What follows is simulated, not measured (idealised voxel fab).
Module name: voxel trench capacitor (process module)
It is cross-section cut that appears here, measuring 225 nm in width, its square cells being 5 nm in size.
Just so we're on the same page, the cross-sections are grids of square cells, and they're listed out in bands top to bottom, each band one or more rows deep.
Band: top and bottom heights (nm) first, top before bottom; then materials from left to right, widths in nm. "edge to edge" marks a sole material filling the band edge to edge. "blank" denotes empty space.
Basically, 0 is our baseline, since under it the wafer straight out of the box is all one material. The bottom band has no lower end and keeps on going down, so it looks like "0 down".
It should be noted that a width expressed as "30->40" varies in equal increments from row to row of cells within the band, taking the value of the first number at the top row and that of the second number at the bottom row.
Given "stayed the same" for a step, no cell of the cross-section differs between before and after that step.
"Closed void table" enumerates empty spaces isolated from the top, with no open way to it, that contain at least 8 cells, giving each as width x height at distance from the left edge, all three in nm.
If you see something after the settings on a step's line, that's the simulator's own remark about that step.
If you see "overlay nm" on a step's line and that step has a mask, it's telling you how far right of where it was planned the mask ended up; a negative number means it went left instead.
These are the steps we planned for the process
1,RECEIVE with material Si
2,CONFORMAL_DEP with material SiN, thk nm 5
3,PATTERN with tone open, mask id TRENCH, material resist, width nm 30, pitch nm 55, thk nm 20, overlay nm 0
4,DIRECTIONAL_ETCH with etch materials SiN, depth nm 5
5,DIRECTIONAL_ETCH with etch materials Si, depth nm 35
6,STRIP with etch materials resist
7,CONFORMAL_DEP with material Al2O3, thk nm 5
8,CONFORMAL_DEP with material TiN, thk nm 5
9,FILL_DEP with material W, thk nm 5
10,CMP with height nm 5
Cross-section of the wafer at receipt, which is the condition after step 1
- 0 down | Si edge to edge
- Closed void table: none
Final cross-section, module run with one mistake (start and plan as above)
- 5 to 0 | 40 SiN, then 5 TiN, then 5 Al2O3, then 10 W, then 5 Al2O3, then 5 TiN, then 25 SiN, then 5 TiN, then 5 Al2O3, then 10 W, then 5 Al2O3, then 5 TiN, then 25 SiN, then 5 TiN, then 5 Al2O3, then 10 W, then 5 Al2O3, then 5 TiN, then 45 SiN
- 0 to -25 | 40 Si, then 5 TiN, then 5 Al2O3, then 10 W, then 5 Al2O3, then 5 TiN, then 25 Si, then 5 TiN, then 5 Al2O3, then 10 W, then 5 Al2O3, then 5 TiN, then 25 Si, then 5 TiN, then 5 Al2O3, then 10 W, then 5 Al2O3, then 5 TiN, then 45 Si
- -25 to -30 | 40 Si, then 5 TiN, then 20 Al2O3, then 5 TiN, then 25 Si, then 5 TiN, then 20 Al2O3, then 5 TiN, then 25 Si, then 5 TiN, then 20 Al2O3, then 5 TiN, then 45 Si
- -30 to -35 | 40 Si, then 30 TiN, then 25 Si, then 30 TiN, then 25 Si, then 30 TiN, then 45 Si
- -35 down | Si edge to edge
- Closed void table: none
So what did we get wrong on this run? steps 7 and 8 swapped
